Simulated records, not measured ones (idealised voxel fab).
voxel capacitor over wiring: a process module
Square cell edge 5 nm, section width 225 nm, ID cut.
Cross-section layout: square cells on a grid; listed as bands, top to bottom; a band spans one or more cell rows.
Heads up on the band format: heights come first, top then bottom, in nm. After that it's the materials left to right, each with its width in nm. A single material flagged "everywhere" fills the whole band edge to edge, and "empty" means there's empty space there.
Below 0: as-received wafer, all one material; heights counted from there. Lowest band: no bottom, goes on down, written "0 down".
Width "30 to 40": first value at the band's top row of cells, second value at its bottom row, equal change from row to row.
"remained unchanged" (step): cross-section cells unchanged, all of them.
Closed empty spaces (no open way to the top) of 8 cells or more are what "Closed void list" lists, each as width x height at distance from the left edge, nm for all three.
On each step's line, the part that comes after the settings is the simulator's own comment on the step.
You can add "overlay nm" to a step's line. For a step with a mask, it describes how far the mask lay to the right of its planned position, and a negative number describes a lay to the left.
**The following list gives the planned process steps**
1) RECEIVE [material Si]
2) CONFORMAL_DEP [material SiO2] [thk nm 10]
3) DIRECTIONAL_DEP [material TiN] [thk nm 5]
4) DIRECTIONAL_DEP [material Ru] [thk nm 20]
5) PATTERN [tone cover] [mask id METAL_1] [material resist] [width nm 20] [pitch nm 80] [thk nm 15] [overlay nm 0]
6) DIRECTIONAL_ETCH [etch materials Ru] [depth nm 20]
7) DIRECTIONAL_ETCH [etch materials TiN] [depth nm 5]
8) STRIP [etch materials resist]
9) FILL_DEP [material lowk] [thk nm 10]
10) CMP [height nm 35]
11) CONFORMAL_DEP [material SiCN] [thk nm 5]
12) DIRECTIONAL_DEP [material lowk] [thk nm 20]
13) DIRECTIONAL_DEP [material aC] [thk nm 15]
14) PATTERN [tone open] [mask id PLUG_1] [material resist] [width nm 15] [thk nm 35] [overlay nm 0]
15) DIRECTIONAL_ETCH [etch materials aC] [depth nm 15]
16) STRIP [etch materials resist]
17) DIRECTIONAL_ETCH [etch materials lowk] [depth nm 20]
18) DIRECTIONAL_ETCH [etch materials SiCN] [depth nm 5]
19) STRIP [etch materials aC]
20) CONFORMAL_DEP [material TiN] [thk nm 5]
21) FILL_DEP [material W] [thk nm 10]
22) CMP [height nm 60]
23) DIRECTIONAL_DEP [material TiN] [thk nm 5]
24) DIRECTIONAL_DEP [material Al2O3] [thk nm 5]
25) DIRECTIONAL_DEP [material TiN] [thk nm 5]
26) MASKED_ETCH [tone cover] [mask id UPPER_PLATE] [width nm 65] [etch materials TiN] [depth nm 5] [overlay nm 0]
27) MASKED_ETCH [tone cover] [mask id UPPER_PLATE] [width nm 65] [etch materials Al2O3] [depth nm 5] [overlay nm 0]
28) DIRECTIONAL_DEP [material aC] [thk nm 15]
29) PATTERN [tone cover] [mask id LOWER_PLATE] [material resist] [width nm 75] [thk nm 30] [overlay nm 0]
30) DIRECTIONAL_ETCH [etch materials aC] [depth nm 15]
31) STRIP [etch materials resist]
32) DIRECTIONAL_ETCH [etch materials TiN] [depth nm 5]
33) STRIP [etch materials aC]
34) FILL_DEP [material SiO2] [thk nm 20]
35) CMP [height nm 90]
36) DIRECTIONAL_DEP [material aC] [thk nm 10]
37) PATTERN [tone open] [mask id PLUG_2] [material resist] [width nm 15] [thk nm 30] [overlay nm 0]
38) DIRECTIONAL_ETCH [etch materials aC] [depth nm 10]
39) STRIP [etch materials resist]
40) DIRECTIONAL_ETCH [etch materials SiO2] [depth nm 15]
41) STRIP [etch materials aC]
42) CONFORMAL_DEP [material TiN] [thk nm 5]
43) FILL_DEP [material Cu] [thk nm 5]
44) CMP [height nm 90]
45) CONFORMAL_DEP [material SiCN] [thk nm 5]
**So, the first of our two wafers, run just as we planned it**
**Cross-section of the wafer upon arrival, representing the state reached after step 1**
	0 down = Si everywhere
	Closed void list: none
**Once step 2 is through, the wafer looks like this in cross-section**
	10 to 0 = SiO2 everywhere
	Beneath the level 0, the cross-section is identical to its previous state.
**Once step 3 is through, the wafer looks like this in cross-section**
	15 to 10 = TiN everywhere
	Beneath the level 10, the cross-section is identical to its previous state.
**Once step 4 is through, the wafer looks like this in cross-section**
	35 to 15 = Ru everywhere
	Beneath the level 15, the cross-section is identical to its previous state.
**Once step 5 is through, the wafer looks like this in cross-section**
	50 to 35 = 60 of empty; 20 of resist; 60 of empty; 20 of resist; 65 of empty
	Beneath the level 35, the cross-section is identical to its previous state.
**Once step 6 is through, the wafer looks like this in cross-section**
	50 to 35 = 60 of empty; 20 of resist; 60 of empty; 20 of resist; 65 of empty
	35 to 15 = 60 of empty; 20 of Ru; 60 of empty; 20 of Ru; 65 of empty
	Beneath the level 15, the cross-section is identical to its previous state.
**Once step 7 is through, the wafer looks like this in cross-section**
	50 to 35 = 60 of empty; 20 of resist; 60 of empty; 20 of resist; 65 of empty
	35 to 15 = 60 of empty; 20 of Ru; 60 of empty; 20 of Ru; 65 of empty
	15 to 10 = 60 of empty; 20 of TiN; 60 of empty; 20 of TiN; 65 of empty
	Beneath the level 10, the cross-section is identical to its previous state.
**Once step 8 is through, the wafer looks like this in cross-section**
	35 to 15 = 60 of empty; 20 of Ru; 60 of empty; 20 of Ru; 65 of empty
	Beneath the level 15, the cross-section is identical to its previous state.
**Once step 9 is through, the wafer looks like this in cross-section**
	45 to 35 = lowk everywhere
	35 to 15 = 60 of lowk; 20 of Ru; 60 of lowk; 20 of Ru; 65 of lowk
	15 to 10 = 60 of lowk; 20 of TiN; 60 of lowk; 20 of TiN; 65 of lowk
	Beneath the level 10, the cross-section is identical to its previous state.
**Once step 10 is through, the wafer looks like this in cross-section**
	35 to 15 = 60 of lowk; 20 of Ru; 60 of lowk; 20 of Ru; 65 of lowk
	Beneath the level 15, the cross-section is identical to its previous state.
**Once step 11 is through, the wafer looks like this in cross-section**
	40 to 35 = SiCN everywhere
	Beneath the level 35, the cross-section is identical to its previous state.
**Once step 12 is through, the wafer looks like this in cross-section**
	60 to 40 = lowk everywhere
	Beneath the level 40, the cross-section is identical to its previous state.
**Once step 13 is through, the wafer looks like this in cross-section**
	75 to 60 = aC everywhere
	Beneath the level 60, the cross-section is identical to its previous state.
**Once step 14 is through, the wafer looks like this in cross-section**
	110 to 75 = 65 of resist; 15 of empty; 145 of resist
	Beneath the level 75, the cross-section is identical to its previous state.
**Once step 15 is through, the wafer looks like this in cross-section**
	95 to 75 = 65 of resist; 15 of empty; 145 of resist
	75 to 60 = 65 of aC; 15 of empty; 145 of aC
	Beneath the level 60, the cross-section is identical to its previous state.
**Once step 16 is through, the wafer looks like this in cross-section**
	75 to 60 = 65 of aC; 15 of empty; 145 of aC
	Beneath the level 60, the cross-section is identical to its previous state.
**Once step 17 is through, the wafer looks like this in cross-section**
	75 to 60 = 65 of aC; 15 of empty; 145 of aC
	60 to 40 = 65 of lowk; 15 of empty; 145 of lowk
	Beneath the level 40, the cross-section is identical to its previous state.
**Once step 18 is through, the wafer looks like this in cross-section**
	75 to 60 = 65 of aC; 15 of empty; 145 of aC
	60 to 40 = 65 of lowk; 15 of empty; 145 of lowk
	40 to 35 = 65 of SiCN; 15 of empty; 145 of SiCN
	Beneath the level 35, the cross-section is identical to its previous state.
**Once step 19 is through, the wafer looks like this in cross-section**
	60 to 40 = 65 of lowk; 15 of empty; 145 of lowk
	Beneath the level 40, the cross-section is identical to its previous state.
**Once step 20 is through, the wafer looks like this in cross-section**
	65 to 60 = 70 of TiN; 5 of empty; 150 of TiN
	60 to 40 = 65 of lowk; 5 of TiN; 5 of empty; 5 of TiN; 145 of lowk
	40 to 35 = 65 of SiCN; 15 of TiN; 145 of SiCN
	Beneath the level 35, the cross-section is identical to its previous state.
**Once step 21 is through, the wafer looks like this in cross-section**
	75 to 65 = W everywhere
	65 to 60 = 70 of TiN; 5 of W; 150 of TiN
	60 to 40 = 65 of lowk; 5 of TiN; 5 of W; 5 of TiN; 145 of lowk
	Beneath the level 40, the cross-section is identical to its previous state.
**Once step 22 is through, the wafer looks like this in cross-section**
	60 to 40 = 65 of lowk; 5 of TiN; 5 of W; 5 of TiN; 145 of lowk
	Beneath the level 40, the cross-section is identical to its previous state.
**Once step 23 is through, the wafer looks like this in cross-section**
	65 to 60 = TiN everywhere
	Beneath the level 60, the cross-section is identical to its previous state.
**Once step 24 is through, the wafer looks like this in cross-section**
	70 to 65 = Al2O3 everywhere
	Beneath the level 65, the cross-section is identical to its previous state.
**Once step 25 is through, the wafer looks like this in cross-section**
	75 to 70 = TiN everywhere
	Beneath the level 70, the cross-section is identical to its previous state.
**Once step 26 is through, the wafer looks like this in cross-section**
	75 to 70 = 65 of empty; 65 of TiN; 95 of empty
	Beneath the level 70, the cross-section is identical to its previous state.
**Once step 27 is through, the wafer looks like this in cross-section**
	75 to 70 = 65 of empty; 65 of TiN; 95 of empty
	70 to 65 = 65 of empty; 65 of Al2O3; 95 of empty
	Beneath the level 65, the cross-section is identical to its previous state.
**Once step 28 is through, the wafer looks like this in cross-section**
	90 to 80 = 65 of empty; 65 of aC; 95 of empty
	80 to 75 = aC everywhere
	75 to 70 = 65 of aC; 65 of TiN; 95 of aC
	70 to 65 = 65 of aC; 65 of Al2O3; 95 of aC
	Beneath the level 65, the cross-section is identical to its previous state.
**Once step 29 is through, the wafer looks like this in cross-section**
	120 to 90 = 60 of empty; 75 of resist; 90 of empty
	90 to 80 = 60 of empty; 5 of resist; 65 of aC; 5 of resist; 90 of empty
	Beneath the level 80, the cross-section is identical to its previous state.
**Once step 30 is through, the wafer looks like this in cross-section**
	105 to 90 = 60 of empty; 75 of resist; 90 of empty
	90 to 80 = 60 of empty; 5 of resist; 65 of aC; 5 of resist; 90 of empty
	80 to 75 = 60 of empty; 75 of aC; 90 of empty
	75 to 70 = 60 of empty; 5 of aC; 65 of TiN; 5 of aC; 90 of empty
	70 to 65 = 60 of empty; 5 of aC; 65 of Al2O3; 5 of aC; 90 of empty
	Beneath the level 65, the cross-section is identical to its previous state.
**Once step 31 is through, the wafer looks like this in cross-section**
	90 to 80 = 65 of empty; 65 of aC; 95 of empty
	Beneath the level 80, the cross-section is identical to its previous state.
**Once step 32 is through, the wafer looks like this in cross-section**
	90 to 80 = 65 of empty; 65 of aC; 95 of empty
	80 to 75 = 60 of empty; 75 of aC; 90 of empty
	75 to 70 = 60 of empty; 5 of aC; 65 of TiN; 5 of aC; 90 of empty
	70 to 65 = 60 of empty; 5 of aC; 65 of Al2O3; 5 of aC; 90 of empty
	65 to 60 = 60 of empty; 75 of TiN; 90 of empty
	Beneath the level 60, the cross-section is identical to its previous state.
**Once step 33 is through, the wafer looks like this in cross-section**
	75 to 70 = 65 of empty; 65 of TiN; 95 of empty
	70 to 65 = 65 of empty; 65 of Al2O3; 95 of empty
	Beneath the level 65, the cross-section is identical to its previous state.
**Once step 34 is through, the wafer looks like this in cross-section**
	95 to 75 = SiO2 everywhere
	75 to 70 = 65 of SiO2; 65 of TiN; 95 of SiO2
	70 to 65 = 65 of SiO2; 65 of Al2O3; 95 of SiO2
	65 to 60 = 60 of SiO2; 75 of TiN; 90 of SiO2
	Beneath the level 60, the cross-section is identical to its previous state.
**Once step 35 is through, the wafer looks like this in cross-section**
	90 to 75 = SiO2 everywhere
	Beneath the level 75, the cross-section is identical to its previous state.
**Once step 36 is through, the wafer looks like this in cross-section**
	100 to 90 = aC everywhere
	Beneath the level 90, the cross-section is identical to its previous state.
**Once step 37 is through, the wafer looks like this in cross-section**
	130 to 100 = 75 of resist; 15 of empty; 135 of resist
	Beneath the level 100, the cross-section is identical to its previous state.
**Once step 38 is through, the wafer looks like this in cross-section**
	120 to 100 = 75 of resist; 15 of empty; 135 of resist
	100 to 90 = 75 of aC; 15 of empty; 135 of aC
	Beneath the level 90, the cross-section is identical to its previous state.
**Once step 39 is through, the wafer looks like this in cross-section**
	100 to 90 = 75 of aC; 15 of empty; 135 of aC
	Beneath the level 90, the cross-section is identical to its previous state.
**Once step 40 is through, the wafer looks like this in cross-section**
	100 to 90 = 75 of aC; 15 of empty; 135 of aC
	90 to 75 = 75 of SiO2; 15 of empty; 135 of SiO2
	Beneath the level 75, the cross-section is identical to its previous state.
**Once step 41 is through, the wafer looks like this in cross-section**
	90 to 75 = 75 of SiO2; 15 of empty; 135 of SiO2
	Beneath the level 75, the cross-section is identical to its previous state.
**Once step 42 is through, the wafer looks like this in cross-section**
	95 to 90 = 80 of TiN; 5 of empty; 140 of TiN
	90 to 80 = 75 of SiO2; 5 of TiN; 5 of empty; 5 of TiN; 135 of SiO2
	80 to 70 = 75 to 65 of SiO2; 15 to 65 of TiN; 135 to 95 of SiO2
	Beneath the level 70, the cross-section is identical to its previous state.
**Once step 43 is through, the wafer looks like this in cross-section**
	100 to 95 = Cu everywhere
	95 to 90 = 80 of TiN; 5 of Cu; 140 of TiN
	90 to 80 = 75 of SiO2; 5 of TiN; 5 of Cu; 5 of TiN; 135 of SiO2
	Beneath the level 80, the cross-section is identical to its previous state.
**Once step 44 is through, the wafer looks like this in cross-section**
	90 to 80 = 75 of SiO2; 5 of TiN; 5 of Cu; 5 of TiN; 135 of SiO2
	Beneath the level 80, the cross-section is identical to its previous state.
**Once step 45 is through, the wafer looks like this in cross-section**
	95 to 90 = SiCN everywhere
	Beneath the level 90, the cross-section is identical to its previous state.
**Notes, second wafer: start = first wafer's, plan = first wafer's, execution had one mistake; history identical to first through step 4**
**The second wafer in cross-section, at the planned close of step 5**
	50 to 35 = 55 of empty; 30 of resist; 50 of empty; 30 of resist; 60 of empty
	Beneath the level 35, the cross-section is identical to its previous state.
**The second wafer in cross-section, at the planned close of step 6**
	50 to 35 = 55 of empty; 30 of resist; 50 of empty; 30 of resist; 60 of empty
	35 to 15 = 55 of empty; 30 of Ru; 50 of empty; 30 of Ru; 60 of empty
	Beneath the level 15, the cross-section is identical to its previous state.
**The second wafer in cross-section, at the planned close of step 7**
	50 to 35 = 55 of empty; 30 of resist; 50 of empty; 30 of resist; 60 of empty
	35 to 15 = 55 of empty; 30 of Ru; 50 of empty; 30 of Ru; 60 of empty
	15 to 10 = 55 of empty; 30 of TiN; 50 of empty; 30 of TiN; 60 of empty
	Beneath the level 10, the cross-section is identical to its previous state.
**The second wafer in cross-section, at the planned close of step 8**
	35 to 15 = 55 of empty; 30 of Ru; 50 of empty; 30 of Ru; 60 of empty
	Beneath the level 15, the cross-section is identical to its previous state.
**The second wafer in cross-section, at the planned close of step 9**
	45 to 35 = lowk everywhere
	35 to 15 = 55 of lowk; 30 of Ru; 50 of lowk; 30 of Ru; 60 of lowk
	15 to 10 = 55 of lowk; 30 of TiN; 50 of lowk; 30 of TiN; 60 of lowk
	Beneath the level 10, the cross-section is identical to its previous state.
**The second wafer in cross-section, at the planned close of step 10**
	35 to 15 = 55 of lowk; 30 of Ru; 50 of lowk; 30 of Ru; 60 of lowk
	Beneath the level 15, the cross-section is identical to its previous state.
**The second wafer in cross-section, at the planned close of step 11**
	40 to 35 = SiCN everywhere
	Beneath the level 35, the cross-section is identical to its previous state.
**The second wafer in cross-section, at the planned close of step 12**
	60 to 40 = lowk everywhere
	Beneath the level 40, the cross-section is identical to its previous state.
**The second wafer in cross-section, at the planned close of step 13**
	75 to 60 = aC everywhere
	Beneath the level 60, the cross-section is identical to its previous state.
**The second wafer in cross-section, at the planned close of step 14**
	110 to 75 = 65 of resist; 15 of empty; 145 of resist
	Beneath the level 75, the cross-section is identical to its previous state.
**The second wafer in cross-section, at the planned close of step 15**
	95 to 75 = 65 of resist; 15 of empty; 145 of resist
	75 to 60 = 65 of aC; 15 of empty; 145 of aC
	Beneath the level 60, the cross-section is identical to its previous state.
**The second wafer in cross-section, at the planned close of step 16**
	75 to 60 = 65 of aC; 15 of empty; 145 of aC
	Beneath the level 60, the cross-section is identical to its previous state.
**The second wafer in cross-section, at the planned close of step 17**
	75 to 60 = 65 of aC; 15 of empty; 145 of aC
	60 to 40 = 65 of lowk; 15 of empty; 145 of lowk
	Beneath the level 40, the cross-section is identical to its previous state.
**The second wafer in cross-section, at the planned close of step 18**
	75 to 60 = 65 of aC; 15 of empty; 145 of aC
	60 to 40 = 65 of lowk; 15 of empty; 145 of lowk
	40 to 35 = 65 of SiCN; 15 of empty; 145 of SiCN
	Beneath the level 35, the cross-section is identical to its previous state.
**The second wafer in cross-section, at the planned close of step 19**
	60 to 40 = 65 of lowk; 15 of empty; 145 of lowk
	Beneath the level 40, the cross-section is identical to its previous state.
**The second wafer in cross-section, at the planned close of step 20**
	65 to 60 = 70 of TiN; 5 of empty; 150 of TiN
	60 to 40 = 65 of lowk; 5 of TiN; 5 of empty; 5 of TiN; 145 of lowk
	40 to 35 = 65 of SiCN; 15 of TiN; 145 of SiCN
	Beneath the level 35, the cross-section is identical to its previous state.
**The second wafer in cross-section, at the planned close of step 21**
	75 to 65 = W everywhere
	65 to 60 = 70 of TiN; 5 of W; 150 of TiN
	60 to 40 = 65 of lowk; 5 of TiN; 5 of W; 5 of TiN; 145 of lowk
	Beneath the level 40, the cross-section is identical to its previous state.
**The second wafer in cross-section, at the planned close of step 22**
	60 to 40 = 65 of lowk; 5 of TiN; 5 of W; 5 of TiN; 145 of lowk
	Beneath the level 40, the cross-section is identical to its previous state.
**The second wafer in cross-section, at the planned close of step 23**
	65 to 60 = TiN everywhere
	Beneath the level 60, the cross-section is identical to its previous state.
**The second wafer in cross-section, at the planned close of step 24**
	70 to 65 = Al2O3 everywhere
	Beneath the level 65, the cross-section is identical to its previous state.
**The second wafer in cross-section, at the planned close of step 25**
	75 to 70 = TiN everywhere
	Beneath the level 70, the cross-section is identical to its previous state.
**The second wafer in cross-section, at the planned close of step 26**
	75 to 70 = 65 of empty; 65 of TiN; 95 of empty
	Beneath the level 70, the cross-section is identical to its previous state.
**The second wafer in cross-section, at the planned close of step 27**
	75 to 70 = 65 of empty; 65 of TiN; 95 of empty
	70 to 65 = 65 of empty; 65 of Al2O3; 95 of empty
	Beneath the level 65, the cross-section is identical to its previous state.
**The second wafer in cross-section, at the planned close of step 28**
	90 to 80 = 65 of empty; 65 of aC; 95 of empty
	80 to 75 = aC everywhere
	75 to 70 = 65 of aC; 65 of TiN; 95 of aC
	70 to 65 = 65 of aC; 65 of Al2O3; 95 of aC
	Beneath the level 65, the cross-section is identical to its previous state.
**The second wafer in cross-section, at the planned close of step 29**
	120 to 90 = 60 of empty; 75 of resist; 90 of empty
	90 to 80 = 60 of empty; 5 of resist; 65 of aC; 5 of resist; 90 of empty
	Beneath the level 80, the cross-section is identical to its previous state.
**The second wafer in cross-section, at the planned close of step 30**
	105 to 90 = 60 of empty; 75 of resist; 90 of empty
	90 to 80 = 60 of empty; 5 of resist; 65 of aC; 5 of resist; 90 of empty
	80 to 75 = 60 of empty; 75 of aC; 90 of empty
	75 to 70 = 60 of empty; 5 of aC; 65 of TiN; 5 of aC; 90 of empty
	70 to 65 = 60 of empty; 5 of aC; 65 of Al2O3; 5 of aC; 90 of empty
	Beneath the level 65, the cross-section is identical to its previous state.
**The second wafer in cross-section, at the planned close of step 31**
	90 to 80 = 65 of empty; 65 of aC; 95 of empty
	Beneath the level 80, the cross-section is identical to its previous state.
**The second wafer in cross-section, at the planned close of step 32**
	90 to 80 = 65 of empty; 65 of aC; 95 of empty
	80 to 75 = 60 of empty; 75 of aC; 90 of empty
	75 to 70 = 60 of empty; 5 of aC; 65 of TiN; 5 of aC; 90 of empty
	70 to 65 = 60 of empty; 5 of aC; 65 of Al2O3; 5 of aC; 90 of empty
	65 to 60 = 60 of empty; 75 of TiN; 90 of empty
	Beneath the level 60, the cross-section is identical to its previous state.
**The second wafer in cross-section, at the planned close of step 33**
	75 to 70 = 65 of empty; 65 of TiN; 95 of empty
	70 to 65 = 65 of empty; 65 of Al2O3; 95 of empty
	Beneath the level 65, the cross-section is identical to its previous state.
**The second wafer in cross-section, at the planned close of step 34**
	95 to 75 = SiO2 everywhere
	75 to 70 = 65 of SiO2; 65 of TiN; 95 of SiO2
	70 to 65 = 65 of SiO2; 65 of Al2O3; 95 of SiO2
	65 to 60 = 60 of SiO2; 75 of TiN; 90 of SiO2
	Beneath the level 60, the cross-section is identical to its previous state.
**The second wafer in cross-section, at the planned close of step 35**
	90 to 75 = SiO2 everywhere
	Beneath the level 75, the cross-section is identical to its previous state.
**The second wafer in cross-section, at the planned close of step 36**
	100 to 90 = aC everywhere
	Beneath the level 90, the cross-section is identical to its previous state.
**The second wafer in cross-section, at the planned close of step 37**
	130 to 100 = 75 of resist; 15 of empty; 135 of resist
	Beneath the level 100, the cross-section is identical to its previous state.
**The second wafer in cross-section, at the planned close of step 38**
	120 to 100 = 75 of resist; 15 of empty; 135 of resist
	100 to 90 = 75 of aC; 15 of empty; 135 of aC
	Beneath the level 90, the cross-section is identical to its previous state.
**The second wafer in cross-section, at the planned close of step 39**
	100 to 90 = 75 of aC; 15 of empty; 135 of aC
	Beneath the level 90, the cross-section is identical to its previous state.
**The second wafer in cross-section, at the planned close of step 40**
	100 to 90 = 75 of aC; 15 of empty; 135 of aC
	90 to 75 = 75 of SiO2; 15 of empty; 135 of SiO2
	Beneath the level 75, the cross-section is identical to its previous state.
**The second wafer in cross-section, at the planned close of step 41**
	90 to 75 = 75 of SiO2; 15 of empty; 135 of SiO2
	Beneath the level 75, the cross-section is identical to its previous state.
**The second wafer in cross-section, at the planned close of step 42**
	95 to 90 = 80 of TiN; 5 of empty; 140 of TiN
	90 to 80 = 75 of SiO2; 5 of TiN; 5 of empty; 5 of TiN; 135 of SiO2
	80 to 70 = 75 to 65 of SiO2; 15 to 65 of TiN; 135 to 95 of SiO2
	Beneath the level 70, the cross-section is identical to its previous state.
**The second wafer in cross-section, at the planned close of step 43**
	100 to 95 = Cu everywhere
	95 to 90 = 80 of TiN; 5 of Cu; 140 of TiN
	90 to 80 = 75 of SiO2; 5 of TiN; 5 of Cu; 5 of TiN; 135 of SiO2
	Beneath the level 80, the cross-section is identical to its previous state.
**The second wafer in cross-section, at the planned close of step 44**
	90 to 80 = 75 of SiO2; 5 of TiN; 5 of Cu; 5 of TiN; 135 of SiO2
	Beneath the level 80, the cross-section is identical to its previous state.
**The second wafer in cross-section, at the planned close of step 45**
	95 to 90 = SiCN everywhere
	Beneath the level 90, the cross-section is identical to its previous state.
Here's what went sideways: it should be noted that step 5 was executed with settings other than those planned, the operation and settings actually applied being PATTERN [tone cover] [mask id METAL_1] [material resist] [width nm 30] [pitch nm 80] [thk nm 15] [overlay nm 0]
Final difference in cells, second wafer against first, listed per material as more or fewer: Ru +16, TiN +4, lowk -20
